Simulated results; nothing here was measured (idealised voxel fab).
The following is a process module called voxel plated lines.
Cross-section cut spans 160 nm and uses square cells 5 nm in size.
We lay out every cross-section as a grid of square cells and spell it out in bands from the top down, where one band means one or more rows of cells. Top height, bottom height, nm. Materials left to right, width each, nm. Single material + "full width" = fills band edge to edge. "blank" = empty. The level at which height equals 0 is the one under which the wafer, as it arrives, is entirely one material. No lower edge exists for the bottom band, which continues downward and is notated as in "z 0 and below". Width: "30->40" (first number = top row, second number = bottom row, same change from row to row of cells). "remains unaltered" means the step left every cell of the cross-section as it was. "Enclosed void catalog" lists enclosed empty spaces (at least 8 cells, no open path upward to the top), each as width x height at distance from the left edge, in nm. Heads up: the bit after the settings on a step's line is the simulator's remark on that step. Among the settings permitted on a step's line is "overlay nm"; applied to a step with a mask, it specifies the extent to which the mask lay to the right of its planned position, whereas a negative figure signifies a position to the left.

### Planned process steps
| 1 | RECEIVE | material Si |
| 2 | CONFORMAL_DEP | material SiO2 | thk nm 5 |
| 3 | DIRECTIONAL_DEP | material TiN | thk nm 5 |
| 4 | PATTERN | tone open | mask id LINES | material resist | width nm 15 | pitch nm 30 | thk nm 25 | overlay nm 0 |
| 5 | EPI | material Ru | thk nm 5 |
| 6 | EPI | material Ru | thk nm 5 |
| 7 | STRIP | etch materials resist |
| 8 | DIRECTIONAL_ETCH | etch materials TiN | depth nm 5 |
| 9 | CONFORMAL_DEP | material SiO2 | thk nm 5 |

### Cross-section of the incoming wafer, state after step 1
* z 0 and below: Si full width
* Enclosed void catalog: none

### Starting structure and process plan are as shown above, but one mistake was made in running the module; the wafer cross-section at the end of the module follows
* z 20 to 15: blank=50 | SiO2=25 | blank=5 | SiO2=25 | blank=55
* z 15 to 5: blank=50 | SiO2=5 | Ru=15 | SiO2=5 | blank=5 | SiO2=5 | Ru=15 | SiO2=5 | blank=55
* z 5 to 0: SiO2=55 | TiN=15 | SiO2=15 | TiN=15 | SiO2=60
* z 0 and below: Si full width
* Enclosed void catalog: none
Nonconformance to the process plan: step 2 of the plan: omitted, not performed
